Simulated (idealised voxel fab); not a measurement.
Process module, titled voxel self aligned vias
Square cell edge 5 nm, section width 185 nm, ID cut.
Cross-section = grid of square cells, listed top down in bands; band = one or more rows. This entry defines a band. It first specifies the height of the band's top and the height of its bottom in nm, and then specifies the band's materials from left to right, stating each material with its width in nm. The word "full width" identifies a single material that fills the band from edge to edge, while the word "blank" identifies empty space. Zero point of the height axis is 0; under it, received wafer = one material. Lowest band: continues down indefinitely, "z 0 and below". Width spec "30..40" -> top row of cells at first value, bottom row at second value, equal per-row change in between. "left unchanged" after a step means that no cell of the cross-section changed. Empty spaces without an open route to the top, at least 8 cells in extent, make up the entry "Closed cavity list"; each is given as width x height at distance, where the distance is measured from the left edge, and all are in nm. What comes after the settings on a step's line is commentary from the simulator itself on that step. Regarding "overlay nm": on a step with a mask, it is the distance the mask lay to the right of its planned place; a negative value places it to the left.
-- Planned process steps
1: RECEIVE, material Si
2: CONFORMAL_DEP, material SiO2, thk nm 15
3: CONFORMAL_DEP, material SiCN, thk nm 5
4: DIRECTIONAL_DEP, material SiO2, thk nm 30
5: DIRECTIONAL_DEP, material aC, thk nm 15
6: PATTERN, tone open, mask id LINES, material resist, width nm 30, pitch nm 70, thk nm 30, overlay nm 0
7: DIRECTIONAL_ETCH, etch materials aC, depth nm 15
8: STRIP, etch materials resist
9: DIRECTIONAL_ETCH, etch materials SiO2, depth nm 30
10: STRIP, etch materials aC
11: CONFORMAL_DEP, material TiN, thk nm 5
12: FILL_DEP, material W, thk nm 10
13: CMP, height nm 50
14: SELECTIVE_ETCH, etch materials W Ru TiN, depth nm 5
15: FILL_DEP, material SiN, thk nm 5
16: CMP, height nm 50
17: DIRECTIONAL_DEP, material SiO2, thk nm 15
18: MASKED_ETCH, tone open, mask id VIAS, width nm 40, pitch nm 70, etch materials SiO2, depth nm 15, overlay nm 0
19: MASKED_ETCH, tone open, mask id VIAS, width nm 40, pitch nm 70, etch materials SiN, depth nm 5, overlay nm 0
20: CONFORMAL_DEP, material TiN, thk nm 5
21: FILL_DEP, material W, thk nm 5
22: CMP, height nm 65
23: CONFORMAL_DEP, material SiCN, thk nm 5
-- Cross-section: wafer on arrival = after step 1
  z 0 and below  Si full width
  Closed cavity list: none
-- Looking at the first of two wafers in cross-section at end of module - ran to plan
  z 70 to 65  SiCN full width
  z 65 to 55  SiO2=35 / TiN=5 / W=30 / TiN=5 / SiO2=30 / TiN=5 / W=30 / TiN=5 / SiO2=40
  z 55 to 50  SiO2=35 / TiN=10 / W=20 / TiN=10 / SiO2=30 / TiN=10 / W=20 / TiN=10 / SiO2=40
  z 50 to 45  SiO2=40 / TiN=30 / SiO2=40 / TiN=30 / SiO2=45
  z 45 to 25  SiO2=40 / TiN=5 / W=20 / TiN=5 / SiO2=40 / TiN=5 / W=20 / TiN=5 / SiO2=45
  z 25 to 20  SiO2=40 / TiN=30 / SiO2=40 / TiN=30 / SiO2=45
  z 20 to 15  SiCN full width
  z 15 to 0  SiO2 full width
  z 0 and below  Si full width
  Closed cavity list: none
-- Cross-section of the latter of the two wafers at module completion. It had an identical start and an identical plan to the former; in running it, one mistake was made
  z 70 to 65  SiCN full width
  z 65 to 50  SiO2=35 / TiN=5 / W=30 / TiN=5 / SiO2=30 / TiN=5 / W=30 / TiN=5 / SiO2=40
  z 50 to 45  SiN=35 / TiN=40 / SiN=30 / TiN=40 / SiN=40
  z 45 to 40  W full width
  z 40 to 35  TiN=45 / W=20 / TiN=50 / W=20 / TiN=50
  z 35 to 10  SiO2=40 / TiN=5 / W=20 / TiN=5 / SiO2=40 / TiN=5 / W=20 / TiN=5 / SiO2=45
  z 10 to 5  SiO2=40 / TiN=30 / SiO2=40 / TiN=30 / SiO2=45
  z 5 to 0  SiCN full width
  z 0 and below  Si full width
  Closed cavity list: none
what went wrong: plan step 2 skipped
The second wafer ends with more or fewer cells of some materials than the first, per final count: SiN: 21 more, SiO2: 111 fewer, TiN: 33 more, W: 57 more
